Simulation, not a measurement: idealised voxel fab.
The process module that follows is named voxel tone inversion.
Section cut is 260 nm wide and gridded with 5 nm square cells.
A cross-section is written here as square cells arranged in a grid, and it is given in bands from the top down, each band taking up one or more rows of cells. Within each band entry, the heights of the top and of the bottom of the band appear first, in that order and in nm; the materials of the band then follow from left to right, each with its corresponding width in nm. The designation "throughout" on a single material indicates that it fills the band from edge to edge; the designation "air" indicates empty space. Note: height 0 marks the level under which the wafer is uniformly one material as received. Lowest band unbounded below, written "z 0 and below". The expression "30->40" gives the width at the extremes of the band, the first number at its top row of cells and the second at its bottom row, with the width changing by equal amounts from each row to the next in between. What does "same as before" mean for a step? It means no cell of the cross-section changed in that step. Heads up: "Entrapped void list" only lists the empty pockets with no open path to the top that are 8 cells or more, and it writes them as width x height at distance, distance from the left edge, in nm. The remark found on a step's line after its settings is issued by the simulator itself and pertains to that step. A step's line can hold "overlay nm"; with a mask on that step, the setting says how far right of the planned place the mask lay, while a negative setting says it lay to the left.

-- plan
| 1 | RECEIVE with material Si |
| 2 | CONFORMAL_DEP with material SiN, thk nm 10 |
| 3 | DIRECTIONAL_DEP with material aC, thk nm 25 |
| 4 | PATTERN with tone cover, mask id POSTS, material resist, width nm 25, pitch nm 50, thk nm 30, overlay nm 0 |
| 5 | DIRECTIONAL_ETCH with etch materials aC, depth nm 25 |
| 6 | STRIP with etch materials resist |
| 7 | FILL_DEP with material SiO2, thk nm 5 |
| 8 | CMP with height nm 35 |
| 9 | STRIP with etch materials aC |

-- First wafer out of two, processed as planned

-- Wafer as received: cross-section following step 1
* z 0 and below  Si throughout
* Entrapped void list: none

-- Wafer section view after processing step 2
* z 10 to 0  SiN throughout
* Whatever lies below 0 is exactly as it was before.

-- Wafer section view after processing step 3
* z 35 to 10  aC throughout
* Whatever lies below 10 is exactly as it was before.

-- Wafer section view after processing step 4
* z 65 to 35  65 air, 25 resist, 25 air, 25 resist, 25 air, 25 resist, 70 air
* Whatever lies below 35 is exactly as it was before.

-- Wafer section view after processing step 5
* z 40 to 35  65 air, 25 resist, 25 air, 25 resist, 25 air, 25 resist, 70 air
* z 35 to 10  65 air, 25 aC, 25 air, 25 aC, 25 air, 25 aC, 70 air
* Whatever lies below 10 is exactly as it was before.

-- Wafer section view after processing step 6
* z 35 to 10  65 air, 25 aC, 25 air, 25 aC, 25 air, 25 aC, 70 air
* Whatever lies below 10 is exactly as it was before.

-- Wafer section view after processing step 7
* z 40 to 35  SiO2 throughout
* z 35 to 10  65 SiO2, 25 aC, 25 SiO2, 25 aC, 25 SiO2, 25 aC, 70 SiO2
* Whatever lies below 10 is exactly as it was before.

-- Wafer section view after processing step 8
* z 35 to 10  65 SiO2, 25 aC, 25 SiO2, 25 aC, 25 SiO2, 25 aC, 70 SiO2
* Whatever lies below 10 is exactly as it was before.

-- Wafer section view after processing step 9
* z 35 to 10  65 SiO2, 25 air, 25 SiO2, 25 air, 25 SiO2, 25 air, 70 SiO2
* Whatever lies below 10 is exactly as it was before.

-- Okay, second wafer. Nothing different at the start, nothing different in the plan, just one mistake somewhere in the running. As far as step 3, counting that step, it's the first wafer all over again

-- Look at the second wafer in cross-section at the time step 4 ought to have finished
* z 65 to 35  70 air, 15 resist, 35 air, 15 resist, 35 air, 15 resist, 75 air
* Whatever lies below 35 is exactly as it was before.

-- Look at the second wafer in cross-section at the time step 5 ought to have finished
* z 40 to 35  70 air, 15 resist, 35 air, 15 resist, 35 air, 15 resist, 75 air
* z 35 to 10  70 air, 15 aC, 35 air, 15 aC, 35 air, 15 aC, 75 air
* Whatever lies below 10 is exactly as it was before.

-- Look at the second wafer in cross-section at the time step 6 ought to have finished
* z 35 to 10  70 air, 15 aC, 35 air, 15 aC, 35 air, 15 aC, 75 air
* Whatever lies below 10 is exactly as it was before.

-- Look at the second wafer in cross-section at the time step 7 ought to have finished
* z 40 to 35  SiO2 throughout
* z 35 to 10  70 SiO2, 15 aC, 35 SiO2, 15 aC, 35 SiO2, 15 aC, 75 SiO2
* Whatever lies below 10 is exactly as it was before.

-- Look at the second wafer in cross-section at the time step 8 ought to have finished
* z 35 to 10  70 SiO2, 15 aC, 35 SiO2, 15 aC, 35 SiO2, 15 aC, 75 SiO2
* Whatever lies below 10 is exactly as it was before.

-- Look at the second wafer in cross-section at the time step 9 ought to have finished
* z 35 to 10  70 SiO2, 15 air, 35 SiO2, 15 air, 35 SiO2, 15 air, 75 SiO2
* Whatever lies below 10 is exactly as it was before.
What broke from the plan during processing? step 4 off recipe, ran as PATTERN with tone cover, mask id POSTS, material resist, width nm 15, pitch nm 50, thk nm 30, overlay nm 0
Per the end-of-run cell counts, the second wafer holds more or fewer of some materials than the first: SiO2 +30
